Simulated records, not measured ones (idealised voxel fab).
Title: Process Module voxel wiring stack
The cross-section on display is named cut; it measures 260 nm wide, and its cells are 5 nm squares.
Throughout this document, each cross-section is represented as a grid of square cells and is presented as a sequence of bands enumerated from the top downward, where a band comprises one or more rows of cells.
What a band's entry tells you: where the top is and where the bottom is, as heights in nm, and after that what lies inside, material by material from left to right, each with its width in nm. Empty space is written as the word "air", and a single material marked with the word "everywhere" occupies the band from edge to edge.
The reference from which all heights are counted is 0, the level beneath which the as-received wafer is entirely one material; the lowest band, having no lower bound, proceeds downward and is written after the example "z 0 and below".
Think of "30 to 40" as a width that walks from the first number to the second as you go down the band, top row to bottom row, taking equal-sized steps from row to row.
Step marked "nothing got changed"? Then no cell in the cross-section changed in it.
Closed-off voids of 8+ cells (no open route to the top) go in "Cavities, sealed", written width x height at distance from the left edge, in nm.
Whatever follows a step's settings on its line is a remark the simulator itself makes about that step.
On any step carrying a mask, the "overlay nm" setting, if present on the step's line, tells how far right of its planned place the mask lay; negative values point to the left.

-- plan
1 RECEIVE with material Si
2 CONFORMAL_DEP with material SiO2, thk nm 15
3 CONFORMAL_DEP with material SiN, thk nm 5
4 DIRECTIONAL_DEP with material lowk, thk nm 25
5 DIRECTIONAL_DEP with material aC, thk nm 10
6 PATTERN with tone open, mask id METAL_1, material resist, width nm 25, pitch nm 40, thk nm 30, overlay nm 0
7 DIRECTIONAL_ETCH with etch materials aC, depth nm 10
8 STRIP with etch materials resist
9 DIRECTIONAL_ETCH with etch materials lowk, depth nm 25
10 DIRECTIONAL_ETCH with etch materials SiN, depth nm 5
11 STRIP with etch materials aC
12 CONFORMAL_DEP with material TiN, thk nm 5
13 FILL_DEP with material Ru, thk nm 10
14 CMP with height nm 45
15 EPI with material Ru, thk nm 5
16 FILL_DEP with material SiCN, thk nm 5
17 DIRECTIONAL_DEP with material lowk, thk nm 30
18 DIRECTIONAL_DEP with material aC, thk nm 10
19 PATTERN with tone open, mask id METAL_2_HOLES, material resist, width nm 15, pitch nm 40, thk nm 25, overlay nm 0
20 DIRECTIONAL_ETCH with etch materials aC, depth nm 10
21 STRIP with etch materials resist
22 DIRECTIONAL_ETCH with etch materials lowk, depth nm 30
23 STRIP with etch materials aC
24 PATTERN with tone open, mask id METAL_2, material resist, width nm 25, pitch nm 40, thk nm 15, overlay nm 0
25 DIRECTIONAL_ETCH with etch materials lowk, depth nm 15
26 DIRECTIONAL_ETCH with etch materials SiCN, depth nm 5
27 STRIP with etch materials resist
28 CONFORMAL_DEP with material TiN, thk nm 5
29 FILL_DEP with material Cu, thk nm 5
30 CMP with height nm 85
31 CONFORMAL_DEP with material SiN, thk nm 5

-- First wafer, two in total, run as planned

-- Shown in cross-section is the wafer as received, that is, as it stands after step 1
- z 0 and below | Si everywhere
- Cavities, sealed: none

-- Wafer xsec, post step 2
- z 15 to 0 | SiO2 everywhere
- Anything lower than 0 is untouched.

-- Wafer xsec, post step 3
- z 20 to 15 | SiN everywhere
- Anything lower than 15 is untouched.

-- Wafer xsec, post step 4
- z 45 to 20 | lowk everywhere
- Anything lower than 20 is untouched.

-- Wafer xsec, post step 5
- z 55 to 45 | aC everywhere
- Anything lower than 45 is untouched.

-- Wafer xsec, post step 6
- z 85 to 55 | resist: 55, air: 25, resist: 15, air: 25, resist: 15, air: 25, resist: 15, air: 25, resist: 60
- Anything lower than 55 is untouched.

-- Wafer xsec, post step 7
- z 75 to 55 | resist: 55, air: 25, resist: 15, air: 25, resist: 15, air: 25, resist: 15, air: 25, resist: 60
- z 55 to 45 | aC: 55, air: 25, aC: 15, air: 25, aC: 15, air: 25, aC: 15, air: 25, aC: 60
- Anything lower than 45 is untouched.

-- Wafer xsec, post step 8
- z 55 to 45 | aC: 55, air: 25, aC: 15, air: 25, aC: 15, air: 25, aC: 15, air: 25, aC: 60
- Anything lower than 45 is untouched.

-- Wafer xsec, post step 9
- z 55 to 45 | aC: 55, air: 25, aC: 15, air: 25, aC: 15, air: 25, aC: 15, air: 25, aC: 60
- z 45 to 20 | lowk: 55, air: 25, lowk: 15, air: 25, lowk: 15, air: 25, lowk: 15, air: 25, lowk: 60
- Anything lower than 20 is untouched.

-- Wafer xsec, post step 10
- z 55 to 45 | aC: 55, air: 25, aC: 15, air: 25, aC: 15, air: 25, aC: 15, air: 25, aC: 60
- z 45 to 20 | lowk: 55, air: 25, lowk: 15, air: 25, lowk: 15, air: 25, lowk: 15, air: 25, lowk: 60
- z 20 to 15 | SiN: 55, air: 25, SiN: 15, air: 25, SiN: 15, air: 25, SiN: 15, air: 25, SiN: 60
- Anything lower than 15 is untouched.

-- Wafer xsec, post step 11
- z 45 to 20 | lowk: 55, air: 25, lowk: 15, air: 25, lowk: 15, air: 25, lowk: 15, air: 25, lowk: 60
- Anything lower than 20 is untouched.

-- Wafer xsec, post step 12
- z 50 to 45 | TiN: 60, air: 15, TiN: 25, air: 15, TiN: 25, air: 15, TiN: 25, air: 15, TiN: 65
- z 45 to 20 | lowk: 55, TiN: 5, air: 15, TiN: 5, lowk: 15, TiN: 5, air: 15, TiN: 5, lowk: 15, TiN: 5, air: 15, TiN: 5, lowk: 15, TiN: 5, air: 15, TiN: 5, lowk: 60
- z 20 to 15 | SiN: 55, TiN: 25, SiN: 15, TiN: 25, SiN: 15, TiN: 25, SiN: 15, TiN: 25, SiN: 60
- Anything lower than 15 is untouched.

-- Wafer xsec, post step 13
- z 60 to 50 | Ru everywhere
- z 50 to 45 | TiN: 60, Ru: 15, TiN: 25, Ru: 15, TiN: 25, Ru: 15, TiN: 25, Ru: 15, TiN: 65
- z 45 to 20 | lowk: 55, TiN: 5, Ru: 15, TiN: 5, lowk: 15, TiN: 5, Ru: 15, TiN: 5, lowk: 15, TiN: 5, Ru: 15, TiN: 5, lowk: 15, TiN: 5, Ru: 15, TiN: 5, lowk: 60
- Anything lower than 20 is untouched.

-- Wafer xsec, post step 14
- z 45 to 20 | lowk: 55, TiN: 5, Ru: 15, TiN: 5, lowk: 15, TiN: 5, Ru: 15, TiN: 5, lowk: 15, TiN: 5, Ru: 15, TiN: 5, lowk: 15, TiN: 5, Ru: 15, TiN: 5, lowk: 60
- Anything lower than 20 is untouched.

-- Wafer xsec, post step 15
- z 50 to 45 | air: 50, Ru: 35, air: 5, Ru: 35, air: 5, Ru: 35, air: 5, Ru: 35, air: 55
- Anything lower than 45 is untouched.

-- Wafer xsec, post step 16
- z 55 to 50 | SiCN everywhere
- z 50 to 45 | SiCN: 50, Ru: 35, SiCN: 5, Ru: 35, SiCN: 5, Ru: 35, SiCN: 5, Ru: 35, SiCN: 55
- Anything lower than 45 is untouched.

-- Wafer xsec, post step 17
- z 85 to 55 | lowk everywhere
- Anything lower than 55 is untouched.

-- Wafer xsec, post step 18
- z 95 to 85 | aC everywhere
- Anything lower than 85 is untouched.

-- Wafer xsec, post step 19
- z 120 to 95 | resist: 55, air: 15, resist: 25, air: 15, resist: 25, air: 15, resist: 25, air: 15, resist: 70
- Anything lower than 95 is untouched.

-- Wafer xsec, post step 20
- z 110 to 95 | resist: 55, air: 15, resist: 25, air: 15, resist: 25, air: 15, resist: 25, air: 15, resist: 70
- z 95 to 85 | aC: 55, air: 15, aC: 25, air: 15, aC: 25, air: 15, aC: 25, air: 15, aC: 70
- Anything lower than 85 is untouched.

-- Wafer xsec, post step 21
- z 95 to 85 | aC: 55, air: 15, aC: 25, air: 15, aC: 25, air: 15, aC: 25, air: 15, aC: 70
- Anything lower than 85 is untouched.

-- Wafer xsec, post step 22
- z 95 to 85 | aC: 55, air: 15, aC: 25, air: 15, aC: 25, air: 15, aC: 25, air: 15, aC: 70
- z 85 to 55 | lowk: 55, air: 15, lowk: 25, air: 15, lowk: 25, air: 15, lowk: 25, air: 15, lowk: 70
- Anything lower than 55 is untouched.

-- Wafer xsec, post step 23
- z 85 to 55 | lowk: 55, air: 15, lowk: 25, air: 15, lowk: 25, air: 15, lowk: 25, air: 15, lowk: 70
- Anything lower than 55 is untouched.

-- Wafer xsec, post step 24
- z 100 to 85 | resist: 55, air: 25, resist: 15, air: 25, resist: 15, air: 25, resist: 15, air: 25, resist: 60
- Anything lower than 85 is untouched.

-- Wafer xsec, post step 25
- z 100 to 85 | resist: 55, air: 25, resist: 15, air: 25, resist: 15, air: 25, resist: 15, air: 25, resist: 60
- z 85 to 70 | lowk: 55, air: 25, lowk: 15, air: 25, lowk: 15, air: 25, lowk: 15, air: 25, lowk: 60
- Anything lower than 70 is untouched.

-- Wafer xsec, post step 26
- z 100 to 85 | resist: 55, air: 25, resist: 15, air: 25, resist: 15, air: 25, resist: 15, air: 25, resist: 60
- z 85 to 70 | lowk: 55, air: 25, lowk: 15, air: 25, lowk: 15, air: 25, lowk: 15, air: 25, lowk: 60
- z 70 to 55 | lowk: 55, air: 15, lowk: 25, air: 15, lowk: 25, air: 15, lowk: 25, air: 15, lowk: 70
- z 55 to 50 | SiCN: 55, air: 15, SiCN: 25, air: 15, SiCN: 25, air: 15, SiCN: 25, air: 15, SiCN: 70
- Anything lower than 50 is untouched.

-- Wafer xsec, post step 27
- z 85 to 70 | lowk: 55, air: 25, lowk: 15, air: 25, lowk: 15, air: 25, lowk: 15, air: 25, lowk: 60
- Anything lower than 70 is untouched.

-- Wafer xsec, post step 28
- z 90 to 85 | TiN: 60, air: 15, TiN: 25, air: 15, TiN: 25, air: 15, TiN: 25, air: 15, TiN: 65
- z 85 to 75 | lowk: 55, TiN: 5, air: 15, TiN: 5, lowk: 15, TiN: 5, air: 15, TiN: 5, lowk: 15, TiN: 5, air: 15, TiN: 5, lowk: 15, TiN: 5, air: 15, TiN: 5, lowk: 60
- z 75 to 70 | lowk: 55, TiN: 5, air: 5, TiN: 15, lowk: 15, TiN: 5, air: 5, TiN: 15, lowk: 15, TiN: 5, air: 5, TiN: 15, lowk: 15, TiN: 5, air: 5, TiN: 15, lowk: 60
- z 70 to 55 | lowk: 55, TiN: 5, air: 5, TiN: 5, lowk: 25, TiN: 5, air: 5, TiN: 5, lowk: 25, TiN: 5, air: 5, TiN: 5, lowk: 25, TiN: 5, air: 5, TiN: 5, lowk: 70
- z 55 to 50 | SiCN: 55, TiN: 15, SiCN: 25, TiN: 15, SiCN: 25, TiN: 15, SiCN: 25, TiN: 15, SiCN: 70
- Anything lower than 50 is untouched.

-- Wafer xsec, post step 29
- z 95 to 90 | Cu everywhere
- z 90 to 85 | TiN: 60, Cu: 15, TiN: 25, Cu: 15, TiN: 25, Cu: 15, TiN: 25, Cu: 15, TiN: 65
- z 85 to 75 | lowk: 55, TiN: 5, Cu: 15, TiN: 5, lowk: 15, TiN: 5, Cu: 15, TiN: 5, lowk: 15, TiN: 5, Cu: 15, TiN: 5, lowk: 15, TiN: 5, Cu: 15, TiN: 5, lowk: 60
- z 75 to 70 | lowk: 55, TiN: 5, Cu: 5, TiN: 15, lowk: 15, TiN: 5, Cu: 5, TiN: 15, lowk: 15, TiN: 5, Cu: 5, TiN: 15, lowk: 15, TiN: 5, Cu: 5, TiN: 15, lowk: 60
- z 70 to 55 | lowk: 55, TiN: 5, Cu: 5, TiN: 5, lowk: 25, TiN: 5, Cu: 5, TiN: 5, lowk: 25, TiN: 5, Cu: 5, TiN: 5, lowk: 25, TiN: 5, Cu: 5, TiN: 5, lowk: 70
- Anything lower than 55 is untouched.

-- Wafer xsec, post step 30
- z 85 to 75 | lowk: 55, TiN: 5, Cu: 15, TiN: 5, lowk: 15, TiN: 5, Cu: 15, TiN: 5, lowk: 15, TiN: 5, Cu: 15, TiN: 5, lowk: 15, TiN: 5, Cu: 15, TiN: 5, lowk: 60
- Anything lower than 75 is untouched.

-- Wafer xsec, post step 31
- z 90 to 85 | SiN everywhere
- Anything lower than 85 is untouched.

-- Second wafer, same starting state and plan as the first, one mistake in the run, identical through step 30

-- Cross-section: second wafer, time at which step 31 was scheduled to end
- z 100 to 85 | SiN everywhere
- Anything lower than 85 is untouched.
Deviation noted in wafer processing: note that step 31 departed from the planned setting and was carried out as CONFORMAL_DEP with material SiN, thk nm 15
It is noted that, at the conclusion of processing, the second wafer exhibits a higher or lower cell count for certain materials relative to the first: +104 SiN
